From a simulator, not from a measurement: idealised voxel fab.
Title: Process Module voxel capacitor over wiring
It is cross-section cut that appears here, measuring 235 nm in width, its square cells being 5 nm in size.
Reading order for cross-sections: top band down to bottom band. Underlying form: a grid of square cells. Band size: one or more rows of cells. Band: top and bottom heights (nm) first, top before bottom; then materials from left to right, widths in nm. "all across" marks a sole material filling the band edge to edge. "empty" denotes empty space. The reference from which all heights are counted is 0, the level beneath which the as-received wafer is entirely one material; the lowest band, having no lower bound, proceeds downward and is written after the example "z 0 and below". So if you see something like "30..40" for the width, read it as the top row of the band sitting at the first number and the bottom row at the second, with every row in between moving by the same amount as the last. A step reported as "nothing altered" is a step in which no cell of the cross-section changed. Entry "Voids, enclosed". Content: empty spaces with no open connection to the top, size 8 cells or greater. Each: width x height at distance. Distance: from left edge. Unit: nm. after a step's settings: what the simulator itself notes on the step. Regarding "overlay nm": on a step with a mask, it is the distance the mask lay to the right of its planned place; a negative value places it to the left.

The planned process steps are enumerated hereunder
1,RECEIVE (material Si)
2,CONFORMAL_DEP (material SiO2; thk nm 15)
3,DIRECTIONAL_DEP (material TiN; thk nm 5)
4,DIRECTIONAL_DEP (material W; thk nm 20)
5,DIRECTIONAL_DEP (material aC; thk nm 15)
6,PATTERN (tone cover; mask id METAL_1; material resist; width nm 25; pitch nm 85; thk nm 35; overlay nm 0)
7,DIRECTIONAL_ETCH (etch materials aC; depth nm 15)
8,STRIP (etch materials resist)
9,DIRECTIONAL_ETCH (etch materials W; depth nm 20)
10,DIRECTIONAL_ETCH (etch materials TiN; depth nm 5)
11,STRIP (etch materials aC)
12,FILL_DEP (material SiO2; thk nm 10)
13,CMP (height nm 40)
14,CONFORMAL_DEP (material SiCN; thk nm 5)
15,DIRECTIONAL_DEP (material lowk; thk nm 15)
16,MASKED_ETCH (tone open; mask id PLUG_1; width nm 15; etch materials lowk; depth nm 15; overlay nm 0)
17,MASKED_ETCH (tone open; mask id PLUG_1; width nm 15; etch materials SiCN; depth nm 5; overlay nm 0)
18,CONFORMAL_DEP (material TiN; thk nm 5)
19,FILL_DEP (material Ru; thk nm 10)
20,CMP (height nm 60)
21,DIRECTIONAL_DEP (material TiN; thk nm 5)
22,DIRECTIONAL_DEP (material SiN; thk nm 5)
23,DIRECTIONAL_DEP (material TiN; thk nm 10)
24,DIRECTIONAL_DEP (material aC; thk nm 10)
25,PATTERN (tone cover; mask id UPPER_PLATE; material resist; width nm 65; thk nm 25; overlay nm 0)
26,DIRECTIONAL_ETCH (etch materials aC; depth nm 10)
27,STRIP (etch materials resist)
28,DIRECTIONAL_ETCH (etch materials TiN; depth nm 10)
29,DIRECTIONAL_ETCH (etch materials SiN; depth nm 5)
30,STRIP (etch materials aC)
31,DIRECTIONAL_DEP (material aC; thk nm 10)
32,PATTERN (tone cover; mask id LOWER_PLATE; material resist; width nm 75; thk nm 30; overlay nm 0)
33,DIRECTIONAL_ETCH (etch materials aC; depth nm 10)
34,STRIP (etch materials resist)
35,DIRECTIONAL_ETCH (etch materials TiN; depth nm 5)
36,STRIP (etch materials aC)
37,FILL_DEP (material SiO2; thk nm 15)
38,CMP (height nm 90)
39,PATTERN (tone open; mask id PLUG_2; material resist; width nm 15; thk nm 20; overlay nm 0)
40,DIRECTIONAL_ETCH (etch materials SiO2; depth nm 10)
41,STRIP (etch materials resist)
42,CONFORMAL_DEP (material TiN; thk nm 5)
43,FILL_DEP (material Cu; thk nm 5)
44,CMP (height nm 90)
45,CONFORMAL_DEP (material SiN; thk nm 5)

Cross-sectional view of the wafer in its as-received condition, corresponding to the state after step 1
  z 0 and below | Si all across
  Voids, enclosed: none

Look at the cross-section after the module: the wafer started out the way shown above and the plan was the one shown above, yet one mistake was made along the way
  z 95 to 90 | SiN all across
  z 90 to 85 | SiO2 (80), TiN (5), Cu (5), TiN (5), SiO2 (140)
  z 85 to 80 | SiO2 (80), TiN (15), SiO2 (140)
  z 80 to 70 | SiO2 (70), TiN (65), SiO2 (100)
  z 70 to 65 | SiO2 (70), SiN (65), SiO2 (100)
  z 65 to 60 | SiO2 (65), TiN (75), SiO2 (95)
  z 60 to 50 | lowk (75), TiN (5), Ru (5), TiN (5), lowk (145)
  z 50 to 45 | lowk (75), TiN (15), lowk (145)
  z 45 to 40 | SiCN (75), TiN (10), SiCN (150)
  z 40 to 20 | SiO2 (60), W (25), SiO2 (60), W (25), SiO2 (65)
  z 20 to 15 | SiO2 (60), TiN (25), SiO2 (60), TiN (25), SiO2 (65)
  z 15 to 0 | SiO2 all across
  z 0 and below | Si all across
  Voids, enclosed: none
What was the processing mistake? step 16, actual vs plan mismatch, actual run MASKED_ETCH (tone open; mask id PLUG_1; width nm 15; etch materials lowk; depth nm 15; overlay nm 5)
